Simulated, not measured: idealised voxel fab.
process module | voxel capacitor over wiring
cross-section cut | 175 nm wide | cells 5 nm
A cross-section is a grid of square cells, given in bands from the top down. A band is one or more rows of cells.
Each band's line starts with the height of the band's top and of its bottom, in nm. Then come its materials from left to right, each with its width in nm. One material with "throughout" fills the band from edge to edge. "air" is empty space.
Height 0 is the level under which the wafer as received is all one material. The lowest band goes on downwards, as in "0 down".
A width such as "30 to 40" changes by the same amount from each row of cells to the next, from the band's top row to its bottom row.
"no change" after a step means that no cell of the cross-section changed.
closed voids: empty space of 8 cells or more with no open way to the top, each as width x height at its distance from the left edge, in nm
after a step's settings: what the simulator itself notes on the step
overlay nm, on a step with a mask: how far to the right of its planned place the mask lay; to the left if negative
plan
1 op RECEIVE | material Si
2 op CONFORMAL_DEP | material SiO2 | thk nm 10
3 op DIRECTIONAL_DEP | material TiN | thk nm 5
4 op DIRECTIONAL_DEP | material Ru | thk nm 20
5 op DIRECTIONAL_DEP | material aC | thk nm 15
6 op PATTERN | tone cover | mask id METAL_1 | material resist | width nm 25 | pitch nm 75 | thk nm 30 | overlay nm 0
7 op DIRECTIONAL_ETCH | etch materials aC | depth nm 15
8 op STRIP | etch materials resist
9 op DIRECTIONAL_ETCH | etch materials Ru | depth nm 20
10 op DIRECTIONAL_ETCH | etch materials TiN | depth nm 5
11 op STRIP | etch materials aC
12 op FILL_DEP | material lowk | thk nm 10
13 op CMP | height nm 35
14 op CONFORMAL_DEP | material SiCN | thk nm 5
15 op DIRECTIONAL_DEP | material SiO2 | thk nm 20
16 op DIRECTIONAL_DEP | material aC | thk nm 10
17 op PATTERN | tone open | mask id PLUG_1 | material resist | width nm 15 | thk nm 25 | overlay nm 0
18 op DIRECTIONAL_ETCH | etch materials aC | depth nm 10
19 op STRIP | etch materials resist
20 op DIRECTIONAL_ETCH | etch materials SiO2 | depth nm 20
21 op DIRECTIONAL_ETCH | etch materials SiCN | depth nm 5
22 op STRIP | etch materials aC
23 op EPI | material Ru | thk nm 10
24 op EPI | material Ru | thk nm 10
25 op EPI | material Ru | thk nm 5
26 op DIRECTIONAL_DEP | material TiN | thk nm 10
27 op DIRECTIONAL_DEP | material SiN | thk nm 5
28 op DIRECTIONAL_DEP | material TiN | thk nm 5
29 op PATTERN | tone cover | mask id UPPER_PLATE | material resist | width nm 55 | thk nm 15 | overlay nm 0
30 op DIRECTIONAL_ETCH | etch materials TiN | depth nm 5
31 op DIRECTIONAL_ETCH | etch materials SiN | depth nm 5
32 op STRIP | etch materials resist
33 op MASKED_ETCH | tone cover | mask id LOWER_PLATE | width nm 65 | etch materials TiN | depth nm 10 | overlay nm 0
34 op FILL_DEP | material SiO2 | thk nm 20
35 op CMP | height nm 95
36 op DIRECTIONAL_DEP | material aC | thk nm 10
37 op PATTERN | tone open | mask id PLUG_2 | material resist | width nm 15 | thk nm 30 | overlay nm 0
38 op DIRECTIONAL_ETCH | etch materials aC | depth nm 10
39 op STRIP | etch materials resist
40 op DIRECTIONAL_ETCH | etch materials SiO2 | depth nm 15
41 op STRIP | etch materials aC
42 op CONFORMAL_DEP | material TiN | thk nm 5
43 op FILL_DEP | material Cu | thk nm 5
44 op CMP | height nm 95
45 op CONFORMAL_DEP | material SiN | thk nm 5
as received, after step 1
  0 down: Si throughout
  closed voids: none
first wafer at the end, as planned
  100 to 95: SiN throughout
  95 to 85: SiO2 55 | TiN 5 | Cu 5 | TiN 5 | SiO2 105
  85 to 75: SiO2 55 to 45 | TiN 15 to 55 | SiO2 105 to 75
  75 to 70: SiO2 45 | SiN 55 | SiO2 75
  70 to 60: SiO2 40 | TiN 65 | SiO2 70
  60 to 40: SiO2 45 | Ru 15 | SiO2 115
  40 to 35: SiCN 45 | Ru 15 | SiCN 115
  35 to 15: lowk 35 | Ru 25 | lowk 50 | Ru 25 | lowk 40
  15 to 10: lowk 35 | TiN 25 | lowk 50 | TiN 25 | lowk 40
  10 to 0: SiO2 throughout
  0 down: Si throughout
  closed voids: none
second wafer at the end: like start, like plan, one mistake
  100 to 95: SiN throughout
  95 to 85: SiO2 55 | TiN 5 | Cu 5 | TiN 5 | SiO2 105
  85 to 80: SiO2 55 | TiN 15 | SiO2 105
  80 to 75: SiO2 45 | SiN 55 | SiO2 75
  75 to 65: SiO2 40 | TiN 65 | SiO2 70
  65 to 60: TiN throughout
  60 to 40: SiO2 45 | Ru 15 | SiO2 115
  40 to 35: SiCN 45 | Ru 15 | SiCN 115
  35 to 15: lowk 35 | Ru 25 | lowk 50 | Ru 25 | lowk 40
  15 to 10: lowk 35 | TiN 25 | lowk 50 | TiN 25 | lowk 40
  10 to 0: SiO2 throughout
  0 down: Si throughout
  closed voids: none
what went wrong: steps 27 and 28 were swapped
at the end the second wafer has, in cells: 24 fewer of SiO2 | 24 more of TiN
